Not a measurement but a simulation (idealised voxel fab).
Herein follows the process module entitled voxel local oxidation.
cross-section cut | 165 nm wide | cells 5 nm
Just so we're on the same page, the cross-sections are grids of square cells, and they're listed out in bands top to bottom, each band one or more rows deep.
What a band's entry tells you: where the top is and where the bottom is, as heights in nm, and after that what lies inside, material by material from left to right, each with its width in nm. Empty space is written as the word "air", and a single material marked with the word "full width" occupies the band from edge to edge.
We count height from 0. Below that, the starting wafer is all one material. The lowest band never ends at the bottom but goes on down; see "0 down" for how that is written.
It should be noted that a width expressed as "30->40" varies in equal increments from row to row of cells within the band, taking the value of the first number at the top row and that of the second number at the bottom row.
"stayed the same" (step): cross-section cells unchanged, all of them.
Empty spaces counting at least 8 cells and having no open way to the top are listed in "Fully sealed cavities". The notation width x height at distance is used for each, the distance being from the left edge and all three values in nm.
Heads up: the bit after the settings on a step's line is the simulator's remark on that step.
overlay nm: step with mask; distance mask lay right of planned place; negative value = left of planned place.
Below is the list of planned process steps:
1 op RECEIVE | material Si
2 op OXIDIZE | depth nm 5
3 op CONFORMAL_DEP | material SiN | thk nm 15
4 op PATTERN | tone cover | mask id ACTIVE | material resist | width nm 105 | thk nm 15 | overlay nm 0
5 op DIRECTIONAL_ETCH | etch materials SiN | depth nm 15
6 op STRIP | etch materials resist
7 op SELECTIVE_ETCH | etch materials SiO2 | depth nm 5
8 op OXIDIZE | depth nm 15
9 op STRIP | etch materials SiN
Concerning the first of two wafers, which was run in accordance with the plan:
Step 1 complete: cross-section of the wafer as received:
* 0 down: Si full width
* Fully sealed cavities: none
after step 2:
* 0 to -5: SiO2 full width
* At heights below -5, the structure remains unaltered.
after step 3:
* 15 to 0: SiN full width
* At heights below 0, the structure remains unaltered.
after step 4:
* 30 to 15: air (30) / resist (105) / air (30)
* At heights below 15, the structure remains unaltered.
after step 5:
* 30 to 15: air (30) / resist (105) / air (30)
* 15 to 0: air (30) / SiN (105) / air (30)
* At heights below 0, the structure remains unaltered.
after step 6:
* 15 to 0: air (30) / SiN (105) / air (30)
* At heights below 0, the structure remains unaltered.
after step 7:
* 15 to 0: air (30) / SiN (105) / air (30)
* 0 to -5: air (35) / SiO2 (95) / air (35)
* At heights below -5, the structure remains unaltered.
after step 8:
* 15 to 0: air (30) / SiN (105) / air (30)
* 0 to -5: air (35) / SiO2 (95) / air (35)
* -5 to -20: SiO2 (50) / Si (65) / SiO2 (50)
* At heights below -20, the structure remains unaltered.
after step 9:
* 0 to -5: air (35) / SiO2 (95) / air (35)
* At heights below -5, the structure remains unaltered.
Companion wafer, the second of two: same beginning, same intended sequence, one mistake in carrying it out; through step 7 inclusive it tracks the first exactly:
The second wafer cut through, at the time step 8 was supposed to be finished:
* 15 to 0: air (30) / SiN (105) / air (30)
* 0 to -5: air (35) / SiO2 (95) / air (35)
* -5 to -30: SiO2 (60) / Si (45) / SiO2 (60)
* At heights below -30, the structure remains unaltered.
The second wafer cut through, at the time step 9 was supposed to be finished:
* 0 to -5: air (35) / SiO2 (95) / air (35)
* At heights below -5, the structure remains unaltered.
Error vs. plan: step 8 deviated from plan and actually ran as op OXIDIZE | depth nm 25
Wrapping up, a cell-based count of both wafers puts the second over or under the first for these materials: 60 fewer of Si | 60 more of SiO2
